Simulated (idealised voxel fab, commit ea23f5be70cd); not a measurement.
Process module in this document: voxel transistor to metal
The width of the displayed cross-section, cut, is 210 nm; its cells are square, with a size of 5 nm.
Cross-section = grid of square cells, listed top down in bands; band = one or more rows. Within each band entry, the heights of the top and of the bottom of the band appear first, in that order and in nm; the materials of the band then follow from left to right, each with its corresponding width in nm. The designation "throughout" on a single material indicates that it fills the band from edge to edge; the designation "air" indicates empty space. Height 0 is the level under which the wafer as received is all one material. The lowest band goes on downwards, as in "0 nm and below". A width such as "30..40" changes by the same amount from each row of cells to the next, from the band's top row to its bottom row. "nothing got changed" (step): cross-section cells unchanged, all of them. Any empty space of 8 cells or more lacking an open way to the top shows up in "Unvented voids" as width x height at distance, distance from the left edge, in nm. Read whatever lies past the settings on a step's line as the simulator's own remark about the step. Each step line may optionally specify "overlay nm", which for a step with a mask gives the rightward distance between the mask's planned place and where it lay, a negative value indicating the leftward direction.
# plan
| 1 | RECEIVE (material Si) |
| 2 | CONFORMAL_DEP (material SiO2; thk nm 5) |
| 3 | CONFORMAL_DEP (material SiN; thk nm 10) |
| 4 | MASKED_ETCH (tone cover; mask id ACTIVE; width nm 110; etch materials SiN; depth nm 10; overlay nm 0) |
| 5 | MASKED_ETCH (tone cover; mask id ACTIVE; width nm 110; etch materials SiO2; depth nm 5; overlay nm 0) |
| 6 | MASKED_ETCH (tone cover; mask id ACTIVE; width nm 110; etch materials Si; depth nm 25; overlay nm 0) |
| 7 | FILL_DEP (material SiO2; thk nm 10) |
| 8 | CMP (height nm 15) |
| 9 | SELECTIVE_ETCH (etch materials SiO2; depth nm 5) |
| 10 | STRIP (etch materials SiN) |
| 11 | SELECTIVE_ETCH (etch materials SiO2; depth nm 5) |
| 12 | OXIDIZE (depth nm 5) |
| 13 | DIRECTIONAL_DEP (material polySi; thk nm 25) |
| 14 | DIRECTIONAL_DEP (material SiCN; thk nm 15) |
| 15 | MASKED_ETCH (tone cover; mask id GATE; width nm 30; etch materials SiCN; depth nm 25; overlay nm 0) |
| 16 | MASKED_ETCH (tone cover; mask id GATE; width nm 30; etch materials polySi; depth nm 35; overlay nm 0) |
| 17 | CONFORMAL_DEP (material SiN; thk nm 5) |
| 18 | DIRECTIONAL_ETCH (etch materials SiN; depth nm 5) |
| 19 | DIRECTIONAL_ETCH (etch materials SiO2; depth nm 5) |
| 20 | DIRECTIONAL_ETCH (etch materials Si; depth nm 15) |
| 21 | EPI (material pSi; thk nm 15) |
| 22 | FILL_DEP (material SiO2; thk nm 5) |
| 23 | CMP (height nm 25) |
| 24 | STRIP (etch materials polySi) |
| 25 | SELECTIVE_ETCH (etch materials SiO2; depth nm 5) |
| 26 | CONFORMAL_DEP (material HfO2; thk nm 5) |
| 27 | CONFORMAL_DEP (material TiN; thk nm 5) |
| 28 | FILL_DEP (material W; thk nm 5) |
| 29 | CMP (height nm 20) |
| 30 | DIRECTIONAL_DEP (material SiO2; thk nm 15) |
| 31 | DIRECTIONAL_DEP (material aC; thk nm 15) |
| 32 | PATTERN (tone open; mask id CONTACT; material resist; width nm 15; pitch nm 75; thk nm 35; overlay nm 0) |
| 33 | DIRECTIONAL_ETCH (etch materials aC; depth nm 15) |
| 34 | STRIP (etch materials resist) |
| 35 | DIRECTIONAL_ETCH (etch materials SiO2; depth nm 40) |
| 36 | STRIP (etch materials aC) |
| 37 | CONFORMAL_DEP (material TiN; thk nm 5) |
| 38 | FILL_DEP (material Ru; thk nm 10) |
| 39 | CMP (height nm 35) |
| 40 | CONFORMAL_DEP (material SiCN; thk nm 5) |
| 41 | DIRECTIONAL_DEP (material lowk; thk nm 25) |
| 42 | MASKED_ETCH (tone open; mask id METAL_1; width nm 15; pitch nm 75; etch materials lowk; depth nm 25; overlay nm 0) |
| 43 | MASKED_ETCH (tone open; mask id METAL_1; width nm 15; pitch nm 75; etch materials SiCN; depth nm 5; overlay nm 0) |
| 44 | CONFORMAL_DEP (material TiN; thk nm 5) |
| 45 | FILL_DEP (material Cu; thk nm 10) |
| 46 | CMP (height nm 65) |
| 47 | CONFORMAL_DEP (material SiN; thk nm 5) |
# Here's what the wafer looked like in cross-section when it arrived - that's after step 1
* 0 nm and below: Si throughout
* Unvented voids: none
# Post-module cross-section of the first of two wafers (run per plan)
* 70 nm to 65 nm: SiN throughout
* 65 nm to 40 nm: lowk 60 nm, then TiN 5 nm, then Cu 5 nm, then TiN 5 nm, then lowk 60 nm, then TiN 5 nm, then Cu 5 nm, then TiN 5 nm, then lowk 60 nm
* 40 nm to 35 nm: SiCN 60 nm, then TiN 15 nm, then SiCN 60 nm, then TiN 15 nm, then SiCN 60 nm
* 35 nm to 20 nm: SiO2 60 nm, then TiN 5 nm, then Ru 5 nm, then TiN 5 nm, then SiO2 60 nm, then TiN 5 nm, then Ru 5 nm, then TiN 5 nm, then SiO2 60 nm
* 20 nm to 15 nm: SiO2 60 nm, then TiN 5 nm, then Ru 5 nm, then TiN 5 nm, then SiO2 10 nm, then SiN 5 nm, then HfO2 5 nm, then TiN 5 nm, then W 10 nm, then TiN 5 nm, then HfO2 5 nm, then SiN 5 nm, then SiO2 10 nm, then TiN 5 nm, then Ru 5 nm, then TiN 5 nm, then SiO2 60 nm
* 15 nm to 10 nm: SiO2 60 nm, then TiN 15 nm, then SiO2 10 nm, then SiN 5 nm, then HfO2 5 nm, then TiN 5 nm, then W 10 nm, then TiN 5 nm, then HfO2 5 nm, then SiN 5 nm, then SiO2 10 nm, then TiN 15 nm, then SiO2 60 nm
* 10 nm to 5 nm: SiO2 60 nm, then TiN 10 nm, then pSi 15 nm, then SiN 5 nm, then HfO2 5 nm, then TiN 5 nm, then W 10 nm, then TiN 5 nm, then HfO2 5 nm, then SiN 5 nm, then pSi 15 nm, then TiN 10 nm, then SiO2 60 nm
* 5 nm to 0 nm: SiO2 45 nm, then SiN 5 nm, then SiO2 10 nm, then TiN 10 nm, then pSi 15 nm, then SiN 5 nm, then HfO2 5 nm, then TiN 20 nm, then HfO2 5 nm, then SiN 5 nm, then pSi 15 nm, then TiN 10 nm, then SiO2 10 nm, then SiN 5 nm, then SiO2 45 nm
* 0 nm to -5 nm: SiO2 60 nm, then TiN 10 nm, then pSi 15 nm, then HfO2 40 nm, then pSi 15 nm, then TiN 10 nm, then SiO2 60 nm
* -5 nm to -20 nm: SiO2 50 nm, then pSi 35 nm, then Si 40 nm, then pSi 35 nm, then SiO2 50 nm
* -20 nm to -25 nm: SiO2 50 nm, then Si 110 nm, then SiO2 50 nm
* -25 nm and below: Si throughout
* Unvented voids: none
# Wafer two (of two), end-of-module cross-section: start = wafer one, plan = wafer one, one run mistake
* 70 nm to 65 nm: SiN throughout
* 65 nm to 40 nm: lowk 60 nm, then TiN 5 nm, then Cu 5 nm, then TiN 5 nm, then lowk 60 nm, then TiN 5 nm, then Cu 5 nm, then TiN 5 nm, then lowk 60 nm
* 40 nm to 35 nm: SiCN 60 nm, then TiN 15 nm, then SiCN 60 nm, then TiN 15 nm, then SiCN 60 nm
* 35 nm to 30 nm: Ru throughout
* 30 nm to 25 nm: TiN 65 nm, then Ru 5 nm, then TiN 70 nm, then Ru 5 nm, then TiN 65 nm
* 25 nm to 20 nm: SiO2 60 nm, then TiN 5 nm, then Ru 5 nm, then TiN 5 nm, then SiO2 60 nm, then TiN 5 nm, then Ru 5 nm, then TiN 5 nm, then SiO2 60 nm
* 20 nm to 15 nm: SiO2 60 nm, then TiN 5 nm, then Ru 5 nm, then TiN 5 nm, then SiO2 10 nm, then SiN 5 nm, then HfO2 5 nm, then TiN 5 nm, then W 10 nm, then TiN 5 nm, then HfO2 5 nm, then SiN 5 nm, then SiO2 10 nm, then TiN 5 nm, then Ru 5 nm, then TiN 5 nm, then SiO2 60 nm
* 15 nm to 10 nm: SiO2 60 nm, then TiN 15 nm, then SiO2 10 nm, then SiN 5 nm, then HfO2 5 nm, then TiN 5 nm, then W 10 nm, then TiN 5 nm, then HfO2 5 nm, then SiN 5 nm, then SiO2 10 nm, then TiN 15 nm, then SiO2 60 nm
* 10 nm to 5 nm: SiO2 60 nm, then TiN 10 nm, then pSi 15 nm, then SiN 5 nm, then HfO2 5 nm, then TiN 5 nm, then W 10 nm, then TiN 5 nm, then HfO2 5 nm, then SiN 5 nm, then pSi 15 nm, then TiN 10 nm, then SiO2 60 nm
* 5 nm to 0 nm: SiO2 45 nm, then SiN 5 nm, then SiO2 10 nm, then TiN 10 nm, then pSi 15 nm, then SiN 5 nm, then HfO2 5 nm, then TiN 20 nm, then HfO2 5 nm, then SiN 5 nm, then pSi 15 nm, then TiN 10 nm, then SiO2 10 nm, then SiN 5 nm, then SiO2 45 nm
* 0 nm to -5 nm: SiO2 60 nm, then TiN 10 nm, then pSi 15 nm, then HfO2 40 nm, then pSi 15 nm, then TiN 10 nm, then SiO2 60 nm
* -5 nm to -20 nm: SiO2 50 nm, then pSi 35 nm, then Si 40 nm, then pSi 35 nm, then SiO2 50 nm
* -20 nm to -25 nm: SiO2 50 nm, then Si 110 nm, then SiO2 50 nm
* -25 nm and below: Si throughout
* Unvented voids: none
What was done differently from what was planned? not per plan at step 30, really ran DIRECTIONAL_DEP (material SiO2; thk nm 5)
Upon completion, the second wafer contains, in terms of cells, a greater or smaller amount of certain materials than the first wafer: +40 Ru; -72 SiO2; +32 TiN
